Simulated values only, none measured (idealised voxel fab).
process module | voxel capacitor over wiring
cross-section cut | 255 nm wide | cells 5 nm
A cross-section is a grid of square cells, given in bands from the top down. A band is one or more rows of cells.
Each band's line starts with the height of the band's top and of its bottom, in nm. Then come its materials from left to right, each with its width in nm. One material with "throughout" fills the band from edge to edge. "air" is empty space.
Height 0 is the level under which the wafer as received is all one material. The lowest band goes on downwards, as in "0 down".
A width such as "30 to 40" changes by the same amount from each row of cells to the next, from the band's top row to its bottom row.
"no change" after a step means that no cell of the cross-section changed.
closed voids: empty space of 8 cells or more with no open way to the top, each as width x height at its distance from the left edge, in nm
after a step's settings: what the simulator itself notes on the step
overlay nm, on a step with a mask: how far to the right of its planned place the mask lay; to the left if negative
plan
1 op RECEIVE | material Si
2 op CONFORMAL_DEP | material SiO2 | thk nm 10
3 op DIRECTIONAL_DEP | material TiN | thk nm 5
4 op DIRECTIONAL_DEP | material W | thk nm 25
5 op MASKED_ETCH | tone cover | mask id METAL_1 | width nm 25 | pitch nm 80 | etch materials W | depth nm 25 | overlay nm 0
6 op MASKED_ETCH | tone cover | mask id METAL_1 | width nm 25 | pitch nm 80 | etch materials TiN | depth nm 5 | overlay nm 0
7 op CONFORMAL_DEP | material SiCN | thk nm 5
8 op FILL_DEP | material lowk | thk nm 10
9 op CMP | height nm 40
10 op CONFORMAL_DEP | material SiCN | thk nm 5
11 op DIRECTIONAL_DEP | material lowk | thk nm 15
12 op PATTERN | tone open | mask id PLUG_1 | material resist | width nm 15 | thk nm 20 | overlay nm 0
13 op DIRECTIONAL_ETCH | etch materials lowk | depth nm 15
14 op DIRECTIONAL_ETCH | etch materials SiCN | depth nm 5
15 op STRIP | etch materials resist
16 op CONFORMAL_DEP | material TiN | thk nm 5
17 op FILL_DEP | material Cu | thk nm 10
18 op CMP | height nm 60
19 op DIRECTIONAL_DEP | material TiN | thk nm 5
20 op DIRECTIONAL_DEP | material HfO2 | thk nm 5
21 op DIRECTIONAL_DEP | material TiN | thk nm 5
22 op MASKED_ETCH | tone cover | mask id UPPER_PLATE | width nm 60 | etch materials TiN | depth nm 5 | overlay nm 0
23 op MASKED_ETCH | tone cover | mask id UPPER_PLATE | width nm 60 | etch materials HfO2 | depth nm 5 | overlay nm 0
24 op MASKED_ETCH | tone cover | mask id LOWER_PLATE | width nm 70 | etch materials TiN | depth nm 5 | overlay nm 0
25 op FILL_DEP | material SiO2 | thk nm 15
26 op CMP | height nm 85
27 op MASKED_ETCH | tone open | mask id PLUG_2 | width nm 15 | etch materials SiO2 | depth nm 10 | overlay nm 0
28 op CONFORMAL_DEP | material TiN | thk nm 5
29 op FILL_DEP | material W | thk nm 10
30 op CMP | height nm 85
31 op CONFORMAL_DEP | material SiCN | thk nm 5
as received, after step 1
  0 down: Si throughout
  closed voids: none
first wafer at the end, as planned
  90 to 85: SiCN throughout
  85 to 80: SiO2 95 | TiN 5 | W 5 | TiN 5 | SiO2 145
  80 to 70: SiO2 95 to 85 | TiN 15 to 60 | SiO2 145 to 110
  70 to 65: SiO2 85 | HfO2 60 | SiO2 110
  65 to 60: SiO2 80 | TiN 70 | SiO2 105
  60 to 45: lowk 85 | TiN 5 | Cu 5 | TiN 5 | lowk 155
  45 to 40: SiCN 85 | TiN 15 | SiCN 155
  40 to 15: lowk 70 | SiCN 5 | W 25 | SiCN 5 | lowk 45 | SiCN 5 | W 25 | SiCN 5 | lowk 70
  15 to 10: SiCN 75 | TiN 25 | SiCN 55 | TiN 25 | SiCN 75
  10 to 0: SiO2 throughout
  0 down: Si throughout
  closed voids: none
second wafer at the end: like start, like plan, one mistake
  90 to 85: SiCN throughout
  85 to 80: SiO2 95 | TiN 5 | W 5 | TiN 5 | SiO2 145
  80 to 75: SiO2 95 | TiN 15 | SiO2 145
  75 to 70: SiO2 throughout
  70 to 65: SiO2 85 | TiN 60 | SiO2 110
  65 to 60: SiO2 85 | HfO2 60 | SiO2 110
  60 to 55: SiO2 80 | TiN 70 | SiO2 105
  55 to 45: lowk 85 | TiN 5 | Cu 5 | TiN 5 | lowk 155
  45 to 40: SiCN 85 | TiN 15 | SiCN 155
  40 to 15: lowk 70 | SiCN 5 | W 25 | SiCN 5 | lowk 45 | SiCN 5 | W 25 | SiCN 5 | lowk 70
  15 to 10: SiCN 75 | TiN 25 | SiCN 55 | TiN 25 | SiCN 75
  10 to 0: SiO2 throughout
  0 down: Si throughout
  closed voids: none
what went wrong: step 18 ran as: op CMP | height nm 55
at the end the second wafer has, in cells: 1 fewer of Cu | 51 more of SiO2 | 2 fewer of TiN | 48 fewer of lowk
